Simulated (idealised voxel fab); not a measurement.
This section sets out a process module, namely voxel capacitor over wiring.
The cross-section on display is named cut; it measures 270 nm wide, and its cells are 5 nm squares.
Cross-sections here: square-cell grids, written as top-down lists of bands, a band being one or more rows of cells.
Top, bottom (nm), then materials left to right with widths (nm); lone material tagged "full width" fills the whole band edge to edge; "empty" = empty space.
Height 0 is the level under which the wafer as received is all one material. The lowest band goes on downwards, as in "from 0 down".
It should be noted that a width expressed as "30 to 40" varies in equal increments from row to row of cells within the band, taking the value of the first number at the top row and that of the second number at the bottom row.
No cell of the cross-section changed in a step that is given as "stayed the same".
"Trapped void list" means: voids of 8 cells or more that are shut off from the top with no open way through. Written width x height at distance, distance from the left edge, in nm.
Anything after a step's settings on that line? It's the simulator's own note about the step.
overlay nm: mask offset rightward from planned place, masked step; negative means leftward offset.
Pairs from here to the end. Each: cross-section before one process step, cross-section after it, the latter only as far down as the lowest band that changed. Under each: the step between, and its settings. Mind that the pairs may be taken from different runs of this module on the same starting wafer; whether a pair continues from the pair above depends on its entry headed "Before the step", and it does only where that entry says so.

BEFORE THE STEP
  from 0 down | Si full width
  Trapped void list: none

STATE AFTER STEP
  from 15 to 0 | SiO2 full width
  Everything below 0 is unchanged.
  Trapped void list: none
Between before and after above, the operation and settings are CONFORMAL_DEP | material SiO2 | thk nm 15

Before the step: after-step cross-section of the pair just above applies.

STATE AFTER STEP
  from 20 to 15 | SiCN full width
  Everything below 15 is unchanged.
  Trapped void list: none
Between before and after above, the operation and settings are CONFORMAL_DEP | material SiCN | thk nm 5

Before the step: after-step cross-section of the pair just above applies.

STATE AFTER STEP
  from 45 to 20 | SiO2 full width
  Everything below 20 is unchanged.
  Trapped void list: none
Between before and after above, the operation and settings are DIRECTIONAL_DEP | material SiO2 | thk nm 25

Before the step: after-step cross-section of the pair just above applies.

STATE AFTER STEP
  from 45 to 20 | SiO2: 80; empty: 20; SiO2: 70; empty: 20; SiO2: 80
  Everything below 20 is unchanged.
  Trapped void list: none
Between before and after above, the operation and settings are MASKED_ETCH | tone open | mask id METAL_1 | width nm 20 | pitch nm 90 | etch materials SiO2 | depth nm 25 | overlay nm 0

Before the step: after-step cross-section of the pair just above applies.

STATE AFTER STEP
  from 45 to 20 | SiO2: 80; empty: 20; SiO2: 70; empty: 20; SiO2: 80
  from 20 to 15 | SiCN: 80; empty: 20; SiCN: 70; empty: 20; SiCN: 80
  Everything below 15 is unchanged.
  Trapped void list: none
Between before and after above, the operation and settings are MASKED_ETCH | tone open | mask id METAL_1 | width nm 20 | pitch nm 90 | etch materials SiCN | depth nm 5 | overlay nm 0

Before the step: after-step cross-section of the pair just above applies.

STATE AFTER STEP
  from 50 to 45 | TiN: 85; empty: 10; TiN: 80; empty: 10; TiN: 85
  from 45 to 20 | SiO2: 80; TiN: 5; empty: 10; TiN: 5; SiO2: 70; TiN: 5; empty: 10; TiN: 5; SiO2: 80
  from 20 to 15 | SiCN: 80; TiN: 20; SiCN: 70; TiN: 20; SiCN: 80
  Everything below 15 is unchanged.
  Trapped void list: none
Between before and after above, the operation and settings are CONFORMAL_DEP | material TiN | thk nm 5

Before the step: after-step cross-section of the pair just above applies.

STATE AFTER STEP
  from 60 to 50 | Cu full width
  from 50 to 45 | TiN: 85; Cu: 10; TiN: 80; Cu: 10; TiN: 85
  from 45 to 20 | SiO2: 80; TiN: 5; Cu: 10; TiN: 5; SiO2: 70; TiN: 5; Cu: 10; TiN: 5; SiO2: 80
  Everything below 20 is unchanged.
  Trapped void list: none
Between before and after above, the operation and settings are FILL_DEP | material Cu | thk nm 10

Before the step: after-step cross-section of the pair just above applies.

STATE AFTER STEP
  from 45 to 20 | SiO2: 80; TiN: 5; Cu: 10; TiN: 5; SiO2: 70; TiN: 5; Cu: 10; TiN: 5; SiO2: 80
  Everything below 20 is unchanged.
  Trapped void list: none
Between before and after above, the operation and settings are CMP | height nm 45

Before the step: after-step cross-section of the pair just above applies.

STATE AFTER STEP
  from 50 to 45 | empty: 75; Ru: 30; empty: 60; Ru: 30; empty: 75
  Everything below 45 is unchanged.
  Trapped void list: none
Between before and after above, the operation and settings are EPI | material Ru | thk nm 5

Before the step: after-step cross-section of the pair just above applies.

STATE AFTER STEP
  from 55 to 50 | SiCN full width
  from 50 to 45 | SiCN: 75; Ru: 30; SiCN: 60; Ru: 30; SiCN: 75
  Everything below 45 is unchanged.
  Trapped void list: none
Between before and after above, the operation and settings are FILL_DEP | material SiCN | thk nm 5

Before the step: after-step cross-section of the pair just above applies.

STATE AFTER STEP
  from 65 to 55 | lowk full width
  Everything below 55 is unchanged.
  Trapped void list: none
Between before and after above, the operation and settings are DIRECTIONAL_DEP | material lowk | thk nm 10

Before the step: after-step cross-section of the pair just above applies.

STATE AFTER STEP
  from 65 to 55 | lowk: 85; empty: 15; lowk: 170
  Everything below 55 is unchanged.
  Trapped void list: none
Between before and after above, the operation and settings are MASKED_ETCH | tone open | mask id PLUG_1 | width nm 15 | etch materials lowk | depth nm 10 | overlay nm 0

Before the step: after-step cross-section of the pair just above applies.

STATE AFTER STEP
  from 65 to 55 | lowk: 85; empty: 15; lowk: 170
  from 55 to 50 | SiCN: 85; empty: 15; SiCN: 170
  Everything below 50 is unchanged.
  Trapped void list: none
Between before and after above, the operation and settings are MASKED_ETCH | tone open | mask id PLUG_1 | width nm 15 | etch materials SiCN | depth nm 5 | overlay nm 0

Before the step: after-step cross-section of the pair just above applies.

STATE AFTER STEP
  from 70 to 65 | TiN: 90; empty: 5; TiN: 175
  from 65 to 55 | lowk: 85; TiN: 5; empty: 5; TiN: 5; lowk: 170
  from 55 to 50 | SiCN: 85; TiN: 15; SiCN: 170
  Everything below 50 is unchanged.
  Trapped void list: none
Between before and after above, the operation and settings are CONFORMAL_DEP | material TiN | thk nm 5

Before the step: after-step cross-section of the pair just above applies.

STATE AFTER STEP
  from 80 to 70 | W full width
  from 70 to 65 | TiN: 90; W: 5; TiN: 175
  from 65 to 55 | lowk: 85; TiN: 5; W: 5; TiN: 5; lowk: 170
  Everything below 55 is unchanged.
  Trapped void list: none
Between before and after above, the operation and settings are FILL_DEP | material W | thk nm 10

Before the step: after-step cross-section of the pair just above applies.

STATE AFTER STEP
  from 65 to 55 | lowk: 85; TiN: 5; W: 5; TiN: 5; lowk: 170
  Everything below 55 is unchanged.
  Trapped void list: none
Between before and after above, the operation and settings are CMP | height nm 65

Before the step: after-step cross-section of the pair just above applies.

STATE AFTER STEP
  from 70 to 65 | TiN full width
  Everything below 65 is unchanged.
  Trapped void list: none
Between before and after above, the operation and settings are DIRECTIONAL_DEP | material TiN | thk nm 5

Before the step: after-step cross-section of the pair just above applies.

STATE AFTER STEP
  from 75 to 70 | HfO2 full width
  Everything below 70 is unchanged.
  Trapped void list: none
Between before and after above, the operation and settings are DIRECTIONAL_DEP | material HfO2 | thk nm 5

Before the step: after-step cross-section of the pair just above applies.

STATE AFTER STEP
  from 85 to 75 | TiN full width
  Everything below 75 is unchanged.
  Trapped void list: none
Between before and after above, the operation and settings are DIRECTIONAL_DEP | material TiN | thk nm 10

Before the step: after-step cross-section of the pair just above applies.

STATE AFTER STEP
  from 85 to 75 | empty: 85; TiN: 75; empty: 110
  Everything below 75 is unchanged.
  Trapped void list: none
Between before and after above, the operation and settings are MASKED_ETCH | tone cover | mask id UPPER_PLATE | width nm 75 | etch materials TiN | depth nm 10 | overlay nm 0

Before the step: after-step cross-section of the pair just above applies.

STATE AFTER STEP
  from 85 to 75 | empty: 85; TiN: 75; empty: 110
  from 75 to 70 | empty: 85; HfO2: 75; empty: 110
  Everything below 70 is unchanged.
  Trapped void list: none
Between before and after above, the operation and settings are MASKED_ETCH | tone cover | mask id UPPER_PLATE | width nm 75 | etch materials HfO2 | depth nm 5 | overlay nm 0

Before the step: after-step cross-section of the pair just above applies.

STATE AFTER STEP
  from 85 to 75 | empty: 85; TiN: 75; empty: 110
  from 75 to 70 | empty: 85; HfO2: 75; empty: 110
  from 70 to 65 | empty: 80; TiN: 85; empty: 105
  Everything below 65 is unchanged.
  Trapped void list: none
Between before and after above, the operation and settings are MASKED_ETCH | tone cover | mask id LOWER_PLATE | width nm 85 | etch materials TiN | depth nm 5 | overlay nm 0

Before the step: after-step cross-section of the pair just above applies.

STATE AFTER STEP
  from 105 to 85 | SiO2 full width
  from 85 to 75 | SiO2: 85; TiN: 75; SiO2: 110
  from 75 to 70 | SiO2: 85; HfO2: 75; SiO2: 110
  from 70 to 65 | SiO2: 80; TiN: 85; SiO2: 105
  Everything below 65 is unchanged.
  Trapped void list: none
Between before and after above, the operation and settings are FILL_DEP | material SiO2 | thk nm 20

Before the step: after-step cross-section of the pair just above applies.

STATE AFTER STEP
  from 100 to 85 | SiO2 full width
  Everything below 85 is unchanged.
  Trapped void list: none
Between before and after above, the operation and settings are CMP | height nm 100

Before the step: after-step cross-section of the pair just above applies.

STATE AFTER STEP
  from 100 to 85 | SiO2: 95; empty: 15; SiO2: 160
  Everything below 85 is unchanged.
  Trapped void list: none
Between before and after above, the operation and settings are MASKED_ETCH | tone open | mask id PLUG_2 | width nm 15 | etch materials SiO2 | depth nm 15 | overlay nm 0

Before the step: after-step cross-section of the pair just above applies.

STATE AFTER STEP
  from 105 to 100 | TiN: 100; empty: 5; TiN: 165
  from 100 to 90 | SiO2: 95; TiN: 5; empty: 5; TiN: 5; SiO2: 160
  from 90 to 85 | SiO2: 95; TiN: 15; SiO2: 160
  Everything below 85 is unchanged.
  Trapped void list: none
Between before and after above, the operation and settings are CONFORMAL_DEP | material TiN | thk nm 5

Before the step: after-step cross-section of the pair just above applies.

STATE AFTER STEP
  from 115 to 105 | W full width
  from 105 to 100 | TiN: 100; W: 5; TiN: 165
  from 100 to 90 | SiO2: 95; TiN: 5; W: 5; TiN: 5; SiO2: 160
  Everything below 90 is unchanged.
  Trapped void list: none
Between before and after above, the operation and settings are FILL_DEP | material W | thk nm 10

Before the step: after-step cross-section of the pair just above applies.

STATE AFTER STEP
  from 100 to 90 | SiO2: 95; TiN: 5; W: 5; TiN: 5; SiO2: 160
  Everything below 90 is unchanged.
  Trapped void list: none
Between before and after above, the operation and settings are CMP | height nm 100

Before the step: after-step cross-section of the pair just above applies.

STATE AFTER STEP
  from 105 to 100 | SiCN full width
  Everything below 100 is unchanged.
  Trapped void list: none
Between before and after above, the operation and settings are CONFORMAL_DEP | material SiCN | thk nm 5

BEFORE THE STEP
  from 115 to 105 | W full width
  from 105 to 100 | TiN: 100; W: 5; TiN: 165
  from 100 to 90 | SiO2: 95; TiN: 5; W: 5; TiN: 5; SiO2: 160
  from 90 to 85 | SiO2: 95; TiN: 15; SiO2: 160
  from 85 to 75 | SiO2: 85; TiN: 75; SiO2: 110
  from 75 to 70 | SiO2: 85; HfO2: 75; SiO2: 110
  from 70 to 65 | SiO2: 80; TiN: 85; SiO2: 105
  from 65 to 55 | lowk: 85; TiN: 5; W: 5; TiN: 5; lowk: 170
  from 55 to 50 | SiCN: 85; TiN: 15; SiCN: 170
  from 50 to 45 | SiCN: 75; Ru: 30; SiCN: 60; Ru: 30; SiCN: 75
  from 45 to 20 | SiO2: 80; TiN: 5; Cu: 10; TiN: 5; SiO2: 70; TiN: 5; Cu: 10; TiN: 5; SiO2: 80
  from 20 to 15 | SiCN: 80; TiN: 20; SiCN: 70; TiN: 20; SiCN: 80
  from 15 to 0 | SiO2 full width
  from 0 down | Si full width
  Trapped void list: none

STATE AFTER STEP
  from 120 to 115 | SiCN full width
  Everything below 115 is unchanged.
  Trapped void list: none
Between before and after above, the operation and settings are CONFORMAL_DEP | material SiCN | thk nm 5

BEFORE THE STEP
  from 15 to 0 | SiO2 full width
  from 0 down | Si full width
  Trapped void list: none

STATE AFTER STEP
  from 30 to 0 | SiO2 full width
  Everything below 0 is unchanged.
  Trapped void list: none
Between before and after above, the operation and settings are CONFORMAL_DEP | material SiO2 | thk nm 15

Before the step: after-step cross-section of the pair just above applies.

STATE AFTER STEP
  from 35 to 30 | SiCN full width
  Everything below 30 is unchanged.
  Trapped void list: none
Between before and after above, the operation and settings are CONFORMAL_DEP | material SiCN | thk nm 5

Before the step: after-step cross-section of the pair just above applies.

STATE AFTER STEP
  from 60 to 35 | SiO2 full width
  Everything below 35 is unchanged.
  Trapped void list: none
Between before and after above, the operation and settings are DIRECTIONAL_DEP | material SiO2 | thk nm 25

Before the step: after-step cross-section of the pair just above applies.

STATE AFTER STEP
  from 60 to 35 | SiO2: 80; empty: 20; SiO2: 70; empty: 20; SiO2: 80
  Everything below 35 is unchanged.
  Trapped void list: none
Between before and after above, the operation and settings are MASKED_ETCH | tone open | mask id METAL_1 | width nm 20 | pitch nm 90 | etch materials SiO2 | depth nm 25 | overlay nm 0

Before the step: after-step cross-section of the pair just above applies.

STATE AFTER STEP
  from 60 to 35 | SiO2: 80; empty: 20; SiO2: 70; empty: 20; SiO2: 80
  from 35 to 30 | SiCN: 80; empty: 20; SiCN: 70; empty: 20; SiCN: 80
  Everything below 30 is unchanged.
  Trapped void list: none
Between before and after above, the operation and settings are MASKED_ETCH | tone open | mask id METAL_1 | width nm 20 | pitch nm 90 | etch materials SiCN | depth nm 5 | overlay nm 0

Before the step: after-step cross-section of the pair just above applies.

STATE AFTER STEP
  from 65 to 60 | TiN: 85; empty: 10; TiN: 80; empty: 10; TiN: 85
  from 60 to 35 | SiO2: 80; TiN: 5; empty: 10; TiN: 5; SiO2: 70; TiN: 5; empty: 10; TiN: 5; SiO2: 80
  from 35 to 30 | SiCN: 80; TiN: 20; SiCN: 70; TiN: 20; SiCN: 80
  Everything below 30 is unchanged.
  Trapped void list: none
Between before and after above, the operation and settings are CONFORMAL_DEP | material TiN | thk nm 5

Before the step: after-step cross-section of the pair just above applies.

STATE AFTER STEP
  from 75 to 65 | Cu full width
  from 65 to 60 | TiN: 85; Cu: 10; TiN: 80; Cu: 10; TiN: 85
  from 60 to 35 | SiO2: 80; TiN: 5; Cu: 10; TiN: 5; SiO2: 70; TiN: 5; Cu: 10; TiN: 5; SiO2: 80
  Everything below 35 is unchanged.
  Trapped void list: none
Between before and after above, the operation and settings are FILL_DEP | material Cu | thk nm 10

Before the step: after-step cross-section of the pair just above applies.

STATE AFTER STEP
  from 45 to 35 | SiO2: 80; TiN: 5; Cu: 10; TiN: 5; SiO2: 70; TiN: 5; Cu: 10; TiN: 5; SiO2: 80
  Everything below 35 is unchanged.
  Trapped void list: none
Between before and after above, the operation and settings are CMP | height nm 45

Before the step: after-step cross-section of the pair just above applies.

STATE AFTER STEP
  from 50 to 45 | empty: 75; Ru: 30; empty: 60; Ru: 30; empty: 75
  Everything below 45 is unchanged.
  Trapped void list: none
Between before and after above, the operation and settings are EPI | material Ru | thk nm 5

Before the step: after-step cross-section of the pair just above applies.

STATE AFTER STEP
  from 55 to 50 | SiCN full width
  from 50 to 45 | SiCN: 75; Ru: 30; SiCN: 60; Ru: 30; SiCN: 75
  Everything below 45 is unchanged.
  Trapped void list: none
Between before and after above, the operation and settings are FILL_DEP | material SiCN | thk nm 5

Before the step: after-step cross-section of the pair just above applies.

STATE AFTER STEP
  from 65 to 55 | lowk full width
  Everything below 55 is unchanged.
  Trapped void list: none
Between before and after above, the operation and settings are DIRECTIONAL_DEP | material lowk | thk nm 10

Before the step: after-step cross-section of the pair just above applies.

STATE AFTER STEP
  from 65 to 55 | lowk: 85; empty: 15; lowk: 170
  Everything below 55 is unchanged.
  Trapped void list: none
Between before and after above, the operation and settings are MASKED_ETCH | tone open | mask id PLUG_1 | width nm 15 | etch materials lowk | depth nm 10 | overlay nm 0

Before the step: after-step cross-section of the pair just above applies.

STATE AFTER STEP
  from 65 to 55 | lowk: 85; empty: 15; lowk: 170
  from 55 to 50 | SiCN: 85; empty: 15; SiCN: 170
  Everything below 50 is unchanged.
  Trapped void list: none
Between before and after above, the operation and settings are MASKED_ETCH | tone open | mask id PLUG_1 | width nm 15 | etch materials SiCN | depth nm 5 | overlay nm 0

Before the step: after-step cross-section of the pair just above applies.

STATE AFTER STEP
  from 70 to 65 | TiN: 90; empty: 5; TiN: 175
  from 65 to 55 | lowk: 85; TiN: 5; empty: 5; TiN: 5; lowk: 170
  from 55 to 50 | SiCN: 85; TiN: 15; SiCN: 170
  Everything below 50 is unchanged.
  Trapped void list: none
Between before and after above, the operation and settings are CONFORMAL_DEP | material TiN | thk nm 5

Before the step: after-step cross-section of the pair just above applies.

STATE AFTER STEP
  from 80 to 70 | W full width
  from 70 to 65 | TiN: 90; W: 5; TiN: 175
  from 65 to 55 | lowk: 85; TiN: 5; W: 5; TiN: 5; lowk: 170
  Everything below 55 is unchanged.
  Trapped void list: none
Between before and after above, the operation and settings are FILL_DEP | material W | thk nm 10

Before the step: after-step cross-section of the pair just above applies.

STATE AFTER STEP
  from 65 to 55 | lowk: 85; TiN: 5; W: 5; TiN: 5; lowk: 170
  Everything below 55 is unchanged.
  Trapped void list: none
Between before and after above, the operation and settings are CMP | height nm 65

Before the step: after-step cross-section of the pair just above applies.

STATE AFTER STEP
  from 70 to 65 | TiN full width
  Everything below 65 is unchanged.
  Trapped void list: none
Between before and after above, the operation and settings are DIRECTIONAL_DEP | material TiN | thk nm 5

Before the step: after-step cross-section of the pair just above applies.

STATE AFTER STEP
  from 75 to 70 | HfO2 full width
  Everything below 70 is unchanged.
  Trapped void list: none
Between before and after above, the operation and settings are DIRECTIONAL_DEP | material HfO2 | thk nm 5

Before the step: after-step cross-section of the pair just above applies.

STATE AFTER STEP
  from 85 to 75 | TiN full width
  Everything below 75 is unchanged.
  Trapped void list: none
Between before and after above, the operation and settings are DIRECTIONAL_DEP | material TiN | thk nm 10

Before the step: after-step cross-section of the pair just above applies.

STATE AFTER STEP
  from 85 to 75 | empty: 85; TiN: 75; empty: 110
  Everything below 75 is unchanged.
  Trapped void list: none
Between before and after above, the operation and settings are MASKED_ETCH | tone cover | mask id UPPER_PLATE | width nm 75 | etch materials TiN | depth nm 10 | overlay nm 0

Before the step: after-step cross-section of the pair just above applies.

STATE AFTER STEP
  from 85 to 75 | empty: 85; TiN: 75; empty: 110
  from 75 to 70 | empty: 85; HfO2: 75; empty: 110
  Everything below 70 is unchanged.
  Trapped void list: none
Between before and after above, the operation and settings are MASKED_ETCH | tone cover | mask id UPPER_PLATE | width nm 75 | etch materials HfO2 | depth nm 5 | overlay nm 0

Before the step: after-step cross-section of the pair just above applies.

STATE AFTER STEP
  from 85 to 75 | empty: 85; TiN: 75; empty: 110
  from 75 to 70 | empty: 85; HfO2: 75; empty: 110
  from 70 to 65 | empty: 80; TiN: 85; empty: 105
  Everything below 65 is unchanged.
  Trapped void list: none
Between before and after above, the operation and settings are MASKED_ETCH | tone cover | mask id LOWER_PLATE | width nm 85 | etch materials TiN | depth nm 5 | overlay nm 0

Before the step: after-step cross-section of the pair just above applies.

STATE AFTER STEP
  from 105 to 85 | SiO2 full width
  from 85 to 75 | SiO2: 85; TiN: 75; SiO2: 110
  from 75 to 70 | SiO2: 85; HfO2: 75; SiO2: 110
  from 70 to 65 | SiO2: 80; TiN: 85; SiO2: 105
  Everything below 65 is unchanged.
  Trapped void list: none
Between before and after above, the operation and settings are FILL_DEP | material SiO2 | thk nm 20

Before the step: after-step cross-section of the pair just above applies.

STATE AFTER STEP
  from 100 to 85 | SiO2 full width
  Everything below 85 is unchanged.
  Trapped void list: none
Between before and after above, the operation and settings are CMP | height nm 100

Before the step: after-step cross-section of the pair just above applies.

STATE AFTER STEP
  from 100 to 85 | SiO2: 95; empty: 15; SiO2: 160
  Everything below 85 is unchanged.
  Trapped void list: none
Between before and after above, the operation and settings are MASKED_ETCH | tone open | mask id PLUG_2 | width nm 15 | etch materials SiO2 | depth nm 15 | overlay nm 0

Before the step: after-step cross-section of the pair just above applies.

STATE AFTER STEP
  from 105 to 100 | TiN: 100; empty: 5; TiN: 165
  from 100 to 90 | SiO2: 95; TiN: 5; empty: 5; TiN: 5; SiO2: 160
  from 90 to 85 | SiO2: 95; TiN: 15; SiO2: 160
  Everything below 85 is unchanged.
  Trapped void list: none
Between before and after above, the operation and settings are CONFORMAL_DEP | material TiN | thk nm 5

Before the step: after-step cross-section of the pair just above applies.

STATE AFTER STEP
  from 115 to 105 | W full width
  from 105 to 100 | TiN: 100; W: 5; TiN: 165
  from 100 to 90 | SiO2: 95; TiN: 5; W: 5; TiN: 5; SiO2: 160
  Everything below 90 is unchanged.
  Trapped void list: none
Between before and after above, the operation and settings are FILL_DEP | material W | thk nm 10

Before the step: after-step cross-section of the pair just above applies.

STATE AFTER STEP
  from 100 to 90 | SiO2: 95; TiN: 5; W: 5; TiN: 5; SiO2: 160
  Everything below 90 is unchanged.
  Trapped void list: none
Between before and after above, the operation and settings are CMP | height nm 100

Before the step: after-step cross-section of the pair just above applies.

STATE AFTER STEP
  from 105 to 100 | SiCN full width
  Everything below 100 is unchanged.
  Trapped void list: none
Between before and after above, the operation and settings are CONFORMAL_DEP | material SiCN | thk nm 5

BEFORE THE STEP
  from 50 to 45 | empty: 75; Ru: 30; empty: 60; Ru: 30; empty: 75
  from 45 to 20 | SiO2: 80; TiN: 5; Cu: 10; TiN: 5; SiO2: 70; TiN: 5; Cu: 10; TiN: 5; SiO2: 80
  from 20 to 15 | SiCN: 80; TiN: 20; SiCN: 70; TiN: 20; SiCN: 80
  from 15 to 0 | SiO2 full width
  from 0 down | Si full width
  Trapped void list: none

STATE AFTER STEP
  from 60 to 55 | empty: 75; lowk: 30; empty: 60; lowk: 30; empty: 75
  from 55 to 50 | lowk full width
  from 50 to 45 | lowk: 75; Ru: 30; lowk: 60; Ru: 30; lowk: 75
  Everything below 45 is unchanged.
  Trapped void list: none
Between before and after above, the operation and settings are DIRECTIONAL_DEP | material lowk | thk nm 10

Before the step: after-step cross-section of the pair just above applies.

STATE AFTER STEP
  from 65 to 60 | SiCN full width
  from 60 to 55 | SiCN: 75; lowk: 30; SiCN: 60; lowk: 30; SiCN: 75
  Everything below 55 is unchanged.
  Trapped void list: none
Between before and after above, the operation and settings are FILL_DEP | material SiCN | thk nm 5

Before the step: after-step cross-section of the pair just above applies.

STATE AFTER STEP
  from 65 to 60 | SiCN: 85; empty: 15; SiCN: 170
  Everything below 60 is unchanged.
  Trapped void list: none
Between before and after above, the operation and settings are MASKED_ETCH | tone open | mask id PLUG_1 | width nm 15 | etch materials SiCN | depth nm 5 | overlay nm 0

Before the step: after-step cross-section of the pair just above applies.

STATE AFTER STEP
  from 70 to 65 | TiN: 90; empty: 5; TiN: 175
  from 65 to 60 | SiCN: 85; TiN: 15; SiCN: 170
  Everything below 60 is unchanged.
  Trapped void list: none
Between before and after above, the operation and settings are CONFORMAL_DEP | material TiN | thk nm 5

Before the step: after-step cross-section of the pair just above applies.

STATE AFTER STEP
  from 80 to 70 | W full width
  from 70 to 65 | TiN: 90; W: 5; TiN: 175
  Everything below 65 is unchanged.
  Trapped void list: none
Between before and after above, the operation and settings are FILL_DEP | material W | thk nm 10

Before the step: after-step cross-section of the pair just above applies.

STATE AFTER STEP
  from 65 to 60 | SiCN: 85; TiN: 15; SiCN: 170
  Everything below 60 is unchanged.
  Trapped void list: none
Between before and after above, the operation and settings are CMP | height nm 65

Before the step: after-step cross-section of the pair just above applies.

STATE AFTER STEP
  from 70 to 65 | TiN full width
  Everything below 65 is unchanged.
  Trapped void list: none
Between before and after above, the operation and settings are DIRECTIONAL_DEP | material TiN | thk nm 5

Before the step: after-step cross-section of the pair just above applies.

STATE AFTER STEP
  from 75 to 70 | HfO2 full width
  Everything below 70 is unchanged.
  Trapped void list: none
Between before and after above, the operation and settings are DIRECTIONAL_DEP | material HfO2 | thk nm 5

Before the step: after-step cross-section of the pair just above applies.

STATE AFTER STEP
  from 85 to 75 | TiN full width
  Everything below 75 is unchanged.
  Trapped void list: none
Between before and after above, the operation and settings are DIRECTIONAL_DEP | material TiN | thk nm 10

Before the step: after-step cross-section of the pair just above applies.

STATE AFTER STEP
  from 85 to 75 | empty: 85; TiN: 75; empty: 110
  Everything below 75 is unchanged.
  Trapped void list: none
Between before and after above, the operation and settings are MASKED_ETCH | tone cover | mask id UPPER_PLATE | width nm 75 | etch materials TiN | depth nm 10 | overlay nm 0

Before the step: after-step cross-section of the pair just above applies.

STATE AFTER STEP
  from 85 to 75 | empty: 85; TiN: 75; empty: 110
  from 75 to 70 | empty: 85; HfO2: 75; empty: 110
  Everything below 70 is unchanged.
  Trapped void list: none
Between before and after above, the operation and settings are MASKED_ETCH | tone cover | mask id UPPER_PLATE | width nm 75 | etch materials HfO2 | depth nm 5 | overlay nm 0

Before the step: after-step cross-section of the pair just above applies.

STATE AFTER STEP
  from 85 to 75 | empty: 85; TiN: 75; empty: 110
  from 75 to 70 | empty: 85; HfO2: 75; empty: 110
  from 70 to 65 | empty: 80; TiN: 85; empty: 105
  Everything below 65 is unchanged.
  Trapped void list: none
Between before and after above, the operation and settings are MASKED_ETCH | tone cover | mask id LOWER_PLATE | width nm 85 | etch materials TiN | depth nm 5 | overlay nm 0

Before the step: after-step cross-section of the pair just above applies.

STATE AFTER STEP
  from 105 to 85 | SiO2 full width
  from 85 to 75 | SiO2: 85; TiN: 75; SiO2: 110
  from 75 to 70 | SiO2: 85; HfO2: 75; SiO2: 110
  from 70 to 65 | SiO2: 80; TiN: 85; SiO2: 105
  Everything below 65 is unchanged.
  Trapped void list: none
Between before and after above, the operation and settings are FILL_DEP | material SiO2 | thk nm 20

Before the step: after-step cross-section of the pair just above applies.

STATE AFTER STEP
  from 100 to 85 | SiO2 full width
  Everything below 85 is unchanged.
  Trapped void list: none
Between before and after above, the operation and settings are CMP | height nm 100

Before the step: after-step cross-section of the pair just above applies.

STATE AFTER STEP
  from 100 to 85 | SiO2: 95; empty: 15; SiO2: 160
  Everything below 85 is unchanged.
  Trapped void list: none
Between before and after above, the operation and settings are MASKED_ETCH | tone open | mask id PLUG_2 | width nm 15 | etch materials SiO2 | depth nm 15 | overlay nm 0

Before the step: after-step cross-section of the pair just above applies.

STATE AFTER STEP
  from 105 to 100 | TiN: 100; empty: 5; TiN: 165
  from 100 to 90 | SiO2: 95; TiN: 5; empty: 5; TiN: 5; SiO2: 160
  from 90 to 85 | SiO2: 95; TiN: 15; SiO2: 160
  Everything below 85 is unchanged.
  Trapped void list: none
Between before and after above, the operation and settings are CONFORMAL_DEP | material TiN | thk nm 5

Before the step: after-step cross-section of the pair just above applies.

STATE AFTER STEP
  from 115 to 105 | W full width
  from 105 to 100 | TiN: 100; W: 5; TiN: 165
  from 100 to 90 | SiO2: 95; TiN: 5; W: 5; TiN: 5; SiO2: 160
  Everything below 90 is unchanged.
  Trapped void list: none
Between before and after above, the operation and settings are FILL_DEP | material W | thk nm 10

Before the step: after-step cross-section of the pair just above applies.

STATE AFTER STEP
  from 100 to 90 | SiO2: 95; TiN: 5; W: 5; TiN: 5; SiO2: 160
  Everything below 90 is unchanged.
  Trapped void list: none
Between before and after above, the operation and settings are CMP | height nm 100

Before the step: after-step cross-section of the pair just above applies.

STATE AFTER STEP
  from 105 to 100 | SiCN full width
  Everything below 100 is unchanged.
  Trapped void list: none
Between before and after above, the operation and settings are CONFORMAL_DEP | material SiCN | thk nm 5

BEFORE THE STEP
  from 80 to 70 | W full width
  from 70 to 65 | TiN: 90; W: 5; TiN: 175
  from 65 to 55 | lowk: 85; TiN: 5; W: 5; TiN: 5; lowk: 170
  from 55 to 50 | SiCN: 85; TiN: 15; SiCN: 170
  from 50 to 45 | SiCN: 75; Ru: 30; SiCN: 60; Ru: 30; SiCN: 75
  from 45 to 20 | SiO2: 80; TiN: 5; Cu: 10; TiN: 5; SiO2: 70; TiN: 5; Cu: 10; TiN: 5; SiO2: 80
  from 20 to 15 | SiCN: 80; TiN: 20; SiCN: 70; TiN: 20; SiCN: 80
  from 15 to 0 | SiO2 full width
  from 0 down | Si full width
  Trapped void list: none

STATE AFTER STEP
  from 75 to 70 | W full width
  Everything below 70 is unchanged.
  Trapped void list: none
Between before and after above, the operation and settings are CMP | height nm 75

Before the step: after-step cross-section of the pair just above applies.

STATE AFTER STEP
  from 80 to 75 | TiN full width
  Everything below 75 is unchanged.
  Trapped void list: none
Between before and after above, the operation and settings are DIRECTIONAL_DEP | material TiN | thk nm 5

Before the step: after-step cross-section of the pair just above applies.

STATE AFTER STEP
  from 85 to 80 | HfO2 full width
  Everything below 80 is unchanged.
  Trapped void list: none
Between before and after above, the operation and settings are DIRECTIONAL_DEP | material HfO2 | thk nm 5

Before the step: after-step cross-section of the pair just above applies.

STATE AFTER STEP
  from 95 to 85 | TiN full width
  Everything below 85 is unchanged.
  Trapped void list: none
Between before and after above, the operation and settings are DIRECTIONAL_DEP | material TiN | thk nm 10

Before the step: after-step cross-section of the pair just above applies.

STATE AFTER STEP
  from 95 to 85 | empty: 85; TiN: 75; empty: 110
  Everything below 85 is unchanged.
  Trapped void list: none
Between before and after above, the operation and settings are MASKED_ETCH | tone cover | mask id UPPER_PLATE | width nm 75 | etch materials TiN | depth nm 10 | overlay nm 0

Before the step: after-step cross-section of the pair just above applies.

STATE AFTER STEP
  from 95 to 85 | empty: 85; TiN: 75; empty: 110
  from 85 to 80 | empty: 85; HfO2: 75; empty: 110
  Everything below 80 is unchanged.
  Trapped void list: none
Between before and after above, the operation and settings are MASKED_ETCH | tone cover | mask id UPPER_PLATE | width nm 75 | etch materials HfO2 | depth nm 5 | overlay nm 0

Before the step: after-step cross-section of the pair just above applies.

STATE AFTER STEP
  from 95 to 85 | empty: 85; TiN: 75; empty: 110
  from 85 to 80 | empty: 85; HfO2: 75; empty: 110
  from 80 to 75 | empty: 80; TiN: 85; empty: 105
  Everything below 75 is unchanged.
  Trapped void list: none
Between before and after above, the operation and settings are MASKED_ETCH | tone cover | mask id LOWER_PLATE | width nm 85 | etch materials TiN | depth nm 5 | overlay nm 0
